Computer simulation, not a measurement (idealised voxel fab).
process module | voxel transistor to metal
cross-section cut | 190 nm wide | cells 5 nm
A cross-section is a grid of square cells, given in bands from the top down. A band is one or more rows of cells.
Each band's line starts with the height of the band's top and of its bottom, in nm. Then come its materials from left to right, each with its width in nm. One material with "throughout" fills the band from edge to edge. "air" is empty space.
Height 0 is the level under which the wafer as received is all one material. The lowest band goes on downwards, as in "0 down".
A width such as "30 to 40" changes by the same amount from each row of cells to the next, from the band's top row to its bottom row.
"no change" after a step means that no cell of the cross-section changed.
closed voids: empty space of 8 cells or more with no open way to the top, each as width x height at its distance from the left edge, in nm
after a step's settings: what the simulator itself notes on the step
overlay nm, on a step with a mask: how far to the right of its planned place the mask lay; to the left if negative
plan
1 op RECEIVE | material Si
2 op CONFORMAL_DEP | material SiO2 | thk nm 5
3 op CONFORMAL_DEP | material SiN | thk nm 10
4 op DIRECTIONAL_DEP | material aC | thk nm 10
5 op PATTERN | tone cover | mask id ACTIVE | material resist | width nm 115 | thk nm 25 | overlay nm 0
6 op DIRECTIONAL_ETCH | etch materials aC | depth nm 10
7 op STRIP | etch materials resist
8 op DIRECTIONAL_ETCH | etch materials SiN | depth nm 10
9 op DIRECTIONAL_ETCH | etch materials SiO2 | depth nm 5
10 op DIRECTIONAL_ETCH | etch materials Si | depth nm 35
11 op STRIP | etch materials aC
12 op FILL_DEP | material SiO2 | thk nm 5
13 op CMP | height nm 15
14 op SELECTIVE_ETCH | etch materials SiO2 | depth nm 10
15 op STRIP | etch materials SiN
16 op SELECTIVE_ETCH | etch materials SiO2 | depth nm 5
17 op OXIDIZE | depth nm 5
18 op DIRECTIONAL_DEP | material polySi | thk nm 25
19 op DIRECTIONAL_DEP | material SiCN | thk nm 10
20 op MASKED_ETCH | tone cover | mask id GATE | width nm 25 | etch materials SiCN | depth nm 20 | overlay nm 0
21 op MASKED_ETCH | tone cover | mask id GATE | width nm 25 | etch materials polySi | depth nm 35 | overlay nm 0
22 op CONFORMAL_DEP | material SiN | thk nm 10
23 op DIRECTIONAL_ETCH | etch materials SiN | depth nm 10
24 op DIRECTIONAL_ETCH | etch materials SiO2 | depth nm 5
25 op EPI | material nSi | thk nm 5
26 op FILL_DEP | material SiO2 | thk nm 10
27 op CMP | height nm 25
28 op STRIP | etch materials polySi
29 op SELECTIVE_ETCH | etch materials SiO2 | depth nm 5
30 op CONFORMAL_DEP | material HfO2 | thk nm 5
31 op CONFORMAL_DEP | material TiN | thk nm 5
32 op FILL_DEP | material W | thk nm 5
33 op CMP | height nm 20
34 op DIRECTIONAL_DEP | material SiO2 | thk nm 10
35 op PATTERN | tone open | mask id CONTACT | material resist | width nm 20 | pitch nm 75 | thk nm 20 | overlay nm 0
36 op DIRECTIONAL_ETCH | etch materials SiO2 | depth nm 30
37 op STRIP | etch materials resist
38 op CONFORMAL_DEP | material TiN | thk nm 5
39 op FILL_DEP | material W | thk nm 10
40 op CMP | height nm 30
41 op DIRECTIONAL_DEP | material TiN | thk nm 5
42 op DIRECTIONAL_DEP | material Ru | thk nm 15
43 op PATTERN | tone cover | mask id METAL_1 | material resist | width nm 20 | pitch nm 75 | thk nm 15 | overlay nm 0
44 op DIRECTIONAL_ETCH | etch materials Ru | depth nm 15
45 op DIRECTIONAL_ETCH | etch materials TiN | depth nm 5
46 op STRIP | etch materials resist
47 op CONFORMAL_DEP | material SiN | thk nm 5
48 op FILL_DEP | material lowk | thk nm 5
49 op CMP | height nm 50
50 op CONFORMAL_DEP | material SiN | thk nm 5
first wafer, as planned
as received, after step 1
  0 down: Si throughout
  closed voids: none
after step 2
  5 to 0: SiO2 throughout
  below 0: unchanged
after step 3
  15 to 5: SiN throughout
  below 5: unchanged
after step 4
  25 to 15: aC throughout
  below 15: unchanged
after step 5
  50 to 25: air 35 | resist 115 | air 40
  below 25: unchanged
after step 6
  40 to 25: air 35 | resist 115 | air 40
  25 to 15: air 35 | aC 115 | air 40
  below 15: unchanged
after step 7
  25 to 15: air 35 | aC 115 | air 40
  below 15: unchanged
after step 8
  25 to 15: air 35 | aC 115 | air 40
  15 to 5: air 35 | SiN 115 | air 40
  below 5: unchanged
after step 9
  25 to 15: air 35 | aC 115 | air 40
  15 to 5: air 35 | SiN 115 | air 40
  5 to 0: air 35 | SiO2 115 | air 40
  below 0: unchanged
after step 10
  25 to 15: air 35 | aC 115 | air 40
  15 to 5: air 35 | SiN 115 | air 40
  5 to 0: air 35 | SiO2 115 | air 40
  0 to -35: air 35 | Si 115 | air 40
  below -35: unchanged
after step 11
  15 to 5: air 35 | SiN 115 | air 40
  below 5: unchanged
after step 12
  20 to 15: SiO2 throughout
  15 to 5: SiO2 35 | SiN 115 | SiO2 40
  5 to 0: SiO2 throughout
  0 to -35: SiO2 35 | Si 115 | SiO2 40
  below -35: unchanged
after step 13
  15 to 5: SiO2 35 | SiN 115 | SiO2 40
  below 5: unchanged
after step 14
  15 to 5: air 35 | SiN 115 | air 40
  below 5: unchanged
after step 15
  5 to 0: SiO2 throughout
  below 0: unchanged
after step 16
  0 to -35: SiO2 35 | Si 115 | SiO2 40
  below -35: unchanged
after step 17
  0 to -5: SiO2 throughout
  below -5: unchanged
after step 18
  25 to 0: polySi throughout
  below 0: unchanged
after step 19
  35 to 25: SiCN throughout
  below 25: unchanged
after step 20
  35 to 25: air 80 | SiCN 25 | air 85
  below 25: unchanged
after step 21
  35 to 25: air 80 | SiCN 25 | air 85
  25 to 0: air 80 | polySi 25 | air 85
  below 0: unchanged
after step 22
  45 to 35: air 70 | SiN 45 | air 75
  35 to 25: air 70 | SiN 10 | SiCN 25 | SiN 10 | air 75
  25 to 10: air 70 | SiN 10 | polySi 25 | SiN 10 | air 75
  10 to 0: SiN 80 | polySi 25 | SiN 85
  below 0: unchanged
after step 23
  35 to 25: air 70 | SiN 10 | SiCN 25 | SiN 10 | air 75
  25 to 0: air 70 | SiN 10 | polySi 25 | SiN 10 | air 75
  below 0: unchanged
after step 24
  35 to 25: air 70 | SiN 10 | SiCN 25 | SiN 10 | air 75
  25 to 0: air 70 | SiN 10 | polySi 25 | SiN 10 | air 75
  0 to -5: air 70 | SiO2 45 | air 75
  below -5: unchanged
after step 25
  35 to 25: air 70 | SiN 10 | SiCN 25 | SiN 10 | air 75
  25 to 0: air 70 | SiN 10 | polySi 25 | SiN 10 | air 75
  0 to -5: air 30 | nSi 40 | SiO2 45 | nSi 40 | air 35
  below -5: unchanged
after step 26
  45 to 35: SiO2 throughout
  35 to 25: SiO2 70 | SiN 10 | SiCN 25 | SiN 10 | SiO2 75
  25 to 0: SiO2 70 | SiN 10 | polySi 25 | SiN 10 | SiO2 75
  0 to -5: SiO2 30 | nSi 40 | SiO2 45 | nSi 40 | SiO2 35
  below -5: unchanged
after step 27
  25 to 0: SiO2 70 | SiN 10 | polySi 25 | SiN 10 | SiO2 75
  below 0: unchanged
after step 28
  25 to 0: SiO2 70 | SiN 10 | air 25 | SiN 10 | SiO2 75
  below 0: unchanged
after step 29
  25 to 20: air 70 | SiN 10 | air 25 | SiN 10 | air 75
  20 to 0: SiO2 70 | SiN 10 | air 25 | SiN 10 | SiO2 75
  0 to -5: SiO2 30 | nSi 40 | SiO2 5 | air 35 | SiO2 5 | nSi 40 | SiO2 35
  below -5: unchanged
after step 30
  30 to 25: air 65 | HfO2 20 | air 15 | HfO2 20 | air 70
  25 to 20: HfO2 70 | SiN 10 | HfO2 5 | air 15 | HfO2 5 | SiN 10 | HfO2 75
  20 to 0: SiO2 70 | SiN 10 | HfO2 5 | air 15 | HfO2 5 | SiN 10 | SiO2 75
  0 to -5: SiO2 30 | nSi 40 | SiO2 5 | HfO2 35 | SiO2 5 | nSi 40 | SiO2 35
  below -5: unchanged
after step 31
  35 to 30: air 60 | TiN 30 | air 5 | TiN 30 | air 65
  30 to 25: TiN 65 | HfO2 20 | TiN 5 | air 5 | TiN 5 | HfO2 20 | TiN 70
  25 to 20: HfO2 70 | SiN 10 | HfO2 5 | TiN 5 | air 5 | TiN 5 | HfO2 5 | SiN 10 | HfO2 75
  20 to 5: SiO2 70 | SiN 10 | HfO2 5 | TiN 5 | air 5 | TiN 5 | HfO2 5 | SiN 10 | SiO2 75
  5 to 0: SiO2 70 | SiN 10 | HfO2 5 | TiN 15 | HfO2 5 | SiN 10 | SiO2 75
  below 0: unchanged
after step 32
  40 to 35: W throughout
  35 to 30: W 60 | TiN 30 | W 5 | TiN 30 | W 65
  30 to 25: TiN 65 | HfO2 20 | TiN 5 | W 5 | TiN 5 | HfO2 20 | TiN 70
  25 to 20: HfO2 70 | SiN 10 | HfO2 5 | TiN 5 | W 5 | TiN 5 | HfO2 5 | SiN 10 | HfO2 75
  20 to 5: SiO2 70 | SiN 10 | HfO2 5 | TiN 5 | W 5 | TiN 5 | HfO2 5 | SiN 10 | SiO2 75
  below 5: unchanged
after step 33
  20 to 5: SiO2 70 | SiN 10 | HfO2 5 | TiN 5 | W 5 | TiN 5 | HfO2 5 | SiN 10 | SiO2 75
  below 5: unchanged
after step 34
  30 to 20: SiO2 throughout
  below 20: unchanged
after step 35
  50 to 30: resist 45 | air 20 | resist 55 | air 20 | resist 50
  below 30: unchanged
after step 36
  50 to 30: resist 45 | air 20 | resist 55 | air 20 | resist 50
  30 to 20: SiO2 45 | air 20 | SiO2 55 | air 20 | SiO2 50
  20 to 5: SiO2 45 | air 20 | SiO2 5 | SiN 10 | HfO2 5 | TiN 5 | W 5 | TiN 5 | HfO2 5 | SiN 10 | SiO2 5 | air 20 | SiO2 50
  5 to 0: SiO2 45 | air 20 | SiO2 5 | SiN 10 | HfO2 5 | TiN 15 | HfO2 5 | SiN 10 | SiO2 5 | air 20 | SiO2 50
  below 0: unchanged
after step 37
  30 to 20: SiO2 45 | air 20 | SiO2 55 | air 20 | SiO2 50
  below 20: unchanged
after step 38
  35 to 30: TiN 50 | air 10 | TiN 65 | air 10 | TiN 55
  30 to 20: SiO2 45 | TiN 5 | air 10 | TiN 5 | SiO2 55 | TiN 5 | air 10 | TiN 5 | SiO2 50
  20 to 5: SiO2 45 | TiN 5 | air 10 | TiN 5 | SiO2 5 | SiN 10 | HfO2 5 | TiN 5 | W 5 | TiN 5 | HfO2 5 | SiN 10 | SiO2 5 | TiN 5 | air 10 | TiN 5 | SiO2 50
  5 to 0: SiO2 45 | TiN 20 | SiO2 5 | SiN 10 | HfO2 5 | TiN 15 | HfO2 5 | SiN 10 | SiO2 5 | TiN 20 | SiO2 50
  below 0: unchanged
after step 39
  45 to 35: W throughout
  35 to 30: TiN 50 | W 10 | TiN 65 | W 10 | TiN 55
  30 to 20: SiO2 45 | TiN 5 | W 10 | TiN 5 | SiO2 55 | TiN 5 | W 10 | TiN 5 | SiO2 50
  20 to 5: SiO2 45 | TiN 5 | W 10 | TiN 5 | SiO2 5 | SiN 10 | HfO2 5 | TiN 5 | W 5 | TiN 5 | HfO2 5 | SiN 10 | SiO2 5 | TiN 5 | W 10 | TiN 5 | SiO2 50
  below 5: unchanged
after step 40
  30 to 20: SiO2 45 | TiN 5 | W 10 | TiN 5 | SiO2 55 | TiN 5 | W 10 | TiN 5 | SiO2 50
  below 20: unchanged
after step 41
  35 to 30: TiN throughout
  below 30: unchanged
after step 42
  50 to 35: Ru throughout
  below 35: unchanged
after step 43
  65 to 50: air 45 | resist 20 | air 55 | resist 20 | air 50
  below 50: unchanged
after step 44
  65 to 50: air 45 | resist 20 | air 55 | resist 20 | air 50
  50 to 35: air 45 | Ru 20 | air 55 | Ru 20 | air 50
  below 35: unchanged
after step 45
  65 to 50: air 45 | resist 20 | air 55 | resist 20 | air 50
  50 to 35: air 45 | Ru 20 | air 55 | Ru 20 | air 50
  35 to 30: air 45 | TiN 20 | air 55 | TiN 20 | air 50
  below 30: unchanged
after step 46
  50 to 35: air 45 | Ru 20 | air 55 | Ru 20 | air 50
  below 35: unchanged
after step 47
  55 to 50: air 40 | SiN 30 | air 45 | SiN 30 | air 45
  50 to 35: air 40 | SiN 5 | Ru 20 | SiN 5 | air 45 | SiN 5 | Ru 20 | SiN 5 | air 45
  35 to 30: SiN 45 | TiN 20 | SiN 55 | TiN 20 | SiN 50
  below 30: unchanged
after step 48
  60 to 55: lowk throughout
  55 to 50: lowk 40 | SiN 30 | lowk 45 | SiN 30 | lowk 45
  50 to 35: lowk 40 | SiN 5 | Ru 20 | SiN 5 | lowk 45 | SiN 5 | Ru 20 | SiN 5 | lowk 45
  below 35: unchanged
after step 49
  50 to 35: lowk 40 | SiN 5 | Ru 20 | SiN 5 | lowk 45 | SiN 5 | Ru 20 | SiN 5 | lowk 45
  below 35: unchanged
after step 50
  55 to 50: SiN throughout
  below 50: unchanged
second wafer: like start, like plan, one mistake. Through step 26 it matches the first wafer
when step 27 should have ended
  20 to 0: SiO2 70 | SiN 10 | polySi 25 | SiN 10 | SiO2 75
  below 0: unchanged
when step 28 should have ended
  20 to 0: SiO2 70 | SiN 10 | air 25 | SiN 10 | SiO2 75
  below 0: unchanged
when step 29 should have ended
  20 to 15: air 70 | SiN 10 | air 25 | SiN 10 | air 75
  15 to 0: SiO2 70 | SiN 10 | air 25 | SiN 10 | SiO2 75
  0 to -5: SiO2 30 | nSi 40 | SiO2 5 | air 35 | SiO2 5 | nSi 40 | SiO2 35
  below -5: unchanged
when step 30 should have ended
  25 to 20: air 65 | HfO2 20 | air 15 | HfO2 20 | air 70
  20 to 15: HfO2 70 | SiN 10 | HfO2 5 | air 15 | HfO2 5 | SiN 10 | HfO2 75
  15 to 0: SiO2 70 | SiN 10 | HfO2 5 | air 15 | HfO2 5 | SiN 10 | SiO2 75
  0 to -5: SiO2 30 | nSi 40 | SiO2 5 | HfO2 35 | SiO2 5 | nSi 40 | SiO2 35
  below -5: unchanged
when step 31 should have ended
  30 to 25: air 60 | TiN 30 | air 5 | TiN 30 | air 65
  25 to 20: TiN 65 | HfO2 20 | TiN 5 | air 5 | TiN 5 | HfO2 20 | TiN 70
  20 to 15: HfO2 70 | SiN 10 | HfO2 5 | TiN 5 | air 5 | TiN 5 | HfO2 5 | SiN 10 | HfO2 75
  15 to 5: SiO2 70 | SiN 10 | HfO2 5 | TiN 5 | air 5 | TiN 5 | HfO2 5 | SiN 10 | SiO2 75
  5 to 0: SiO2 70 | SiN 10 | HfO2 5 | TiN 15 | HfO2 5 | SiN 10 | SiO2 75
  below 0: unchanged
when step 32 should have ended
  35 to 30: W throughout
  30 to 25: W 60 | TiN 30 | W 5 | TiN 30 | W 65
  25 to 20: TiN 65 | HfO2 20 | TiN 5 | W 5 | TiN 5 | HfO2 20 | TiN 70
  20 to 15: HfO2 70 | SiN 10 | HfO2 5 | TiN 5 | W 5 | TiN 5 | HfO2 5 | SiN 10 | HfO2 75
  15 to 5: SiO2 70 | SiN 10 | HfO2 5 | TiN 5 | W 5 | TiN 5 | HfO2 5 | SiN 10 | SiO2 75
  below 5: unchanged
when step 33 should have ended
  20 to 15: HfO2 70 | SiN 10 | HfO2 5 | TiN 5 | W 5 | TiN 5 | HfO2 5 | SiN 10 | HfO2 75
  below 15: unchanged
when step 34 should have ended
  30 to 20: SiO2 throughout
  below 20: unchanged
when step 35 should have ended
  50 to 30: resist 45 | air 20 | resist 55 | air 20 | resist 50
  below 30: unchanged
when step 36 should have ended
  50 to 30: resist 45 | air 20 | resist 55 | air 20 | resist 50
  30 to 20: SiO2 45 | air 20 | SiO2 55 | air 20 | SiO2 50
  below 20: unchanged
when step 37 should have ended
  30 to 20: SiO2 45 | air 20 | SiO2 55 | air 20 | SiO2 50
  below 20: unchanged
when step 38 should have ended
  35 to 30: TiN 50 | air 10 | TiN 65 | air 10 | TiN 55
  30 to 25: SiO2 45 | TiN 5 | air 10 | TiN 5 | SiO2 55 | TiN 5 | air 10 | TiN 5 | SiO2 50
  25 to 20: SiO2 45 | TiN 20 | SiO2 55 | TiN 20 | SiO2 50
  below 20: unchanged
when step 39 should have ended
  45 to 35: W throughout
  35 to 30: TiN 50 | W 10 | TiN 65 | W 10 | TiN 55
  30 to 25: SiO2 45 | TiN 5 | W 10 | TiN 5 | SiO2 55 | TiN 5 | W 10 | TiN 5 | SiO2 50
  below 25: unchanged
when step 40 should have ended
  30 to 25: SiO2 45 | TiN 5 | W 10 | TiN 5 | SiO2 55 | TiN 5 | W 10 | TiN 5 | SiO2 50
  below 25: unchanged
when step 41 should have ended
  35 to 30: TiN throughout
  below 30: unchanged
when step 42 should have ended
  50 to 35: Ru throughout
  below 35: unchanged
when step 43 should have ended
  65 to 50: air 45 | resist 20 | air 55 | resist 20 | air 50
  below 50: unchanged
when step 44 should have ended
  65 to 50: air 45 | resist 20 | air 55 | resist 20 | air 50
  50 to 35: air 45 | Ru 20 | air 55 | Ru 20 | air 50
  below 35: unchanged
when step 45 should have ended
  65 to 50: air 45 | resist 20 | air 55 | resist 20 | air 50
  50 to 35: air 45 | Ru 20 | air 55 | Ru 20 | air 50
  35 to 30: air 45 | TiN 20 | air 55 | TiN 20 | air 50
  below 30: unchanged
when step 46 should have ended
  50 to 35: air 45 | Ru 20 | air 55 | Ru 20 | air 50
  below 35: unchanged
when step 47 should have ended
  55 to 50: air 40 | SiN 30 | air 45 | SiN 30 | air 45
  50 to 35: air 40 | SiN 5 | Ru 20 | SiN 5 | air 45 | SiN 5 | Ru 20 | SiN 5 | air 45
  35 to 30: SiN 45 | TiN 20 | SiN 55 | TiN 20 | SiN 50
  below 30: unchanged
when step 48 should have ended
  60 to 55: lowk throughout
  55 to 50: lowk 40 | SiN 30 | lowk 45 | SiN 30 | lowk 45
  50 to 35: lowk 40 | SiN 5 | Ru 20 | SiN 5 | lowk 45 | SiN 5 | Ru 20 | SiN 5 | lowk 45
  below 35: unchanged
when step 49 should have ended
  50 to 35: lowk 40 | SiN 5 | Ru 20 | SiN 5 | lowk 45 | SiN 5 | Ru 20 | SiN 5 | lowk 45
  below 35: unchanged
when step 50 should have ended
  55 to 50: SiN throughout
  below 50: unchanged
what went wrong: step 27 ran as: op CMP | height nm 20
at the end the second wafer has, in cells: 29 more of HfO2 | 3 more of SiO2 | 16 fewer of TiN | 16 fewer of W
